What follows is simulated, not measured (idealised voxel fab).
process module | voxel lift off
cross-section cut | 175 nm wide | cells 5 nm
A cross-section is a grid of square cells, given in bands from the top down. A band is one or more rows of cells.
Each band's line starts with the height of the band's top and of its bottom, in nm. Then come its materials from left to right, each with its width in nm. One material with "throughout" fills the band from edge to edge. "air" is empty space.
Height 0 is the level under which the wafer as received is all one material. The lowest band goes on downwards, as in "0 down".
A width such as "30 to 40" changes by the same amount from each row of cells to the next, from the band's top row to its bottom row.
"no change" after a step means that no cell of the cross-section changed.
closed voids: empty space of 8 cells or more with no open way to the top, each as width x height at its distance from the left edge, in nm
after a step's settings: what the simulator itself notes on the step
overlay nm, on a step with a mask: how far to the right of its planned place the mask lay; to the left if negative
plan
1 op RECEIVE | material Si
2 op CONFORMAL_DEP | material SiN | thk nm 15
3 op PATTERN | tone open | mask id LINES | material resist | width nm 15 | pitch nm 35 | thk nm 25 | overlay nm 0
4 op DIRECTIONAL_DEP | material Ru | thk nm 10
5 op STRIP | etch materials resist
6 op CONFORMAL_DEP | material SiCN | thk nm 5
varied across the wafers: thk nm of step 6. The plan shows the first wafer's value. All wafers start alike
first wafer as received, after step 1
  0 down: Si throughout
  closed voids: none
each wafer at the end: cells of each material gained (+) or lost (-) since it was received, then its closed voids
thk nm 5 | +24 Ru | +51 SiCN | +105 SiN | closed voids: none
thk nm 10 | +24 Ru | +102 SiCN | +105 SiN | closed voids: none
thk nm 15 | +24 Ru | +141 SiCN | +105 SiN | closed voids: none
thk nm 20 | +24 Ru | +180 SiCN | +105 SiN | closed voids: none
thk nm 25 | +24 Ru | +219 SiCN | +105 SiN | closed voids: none
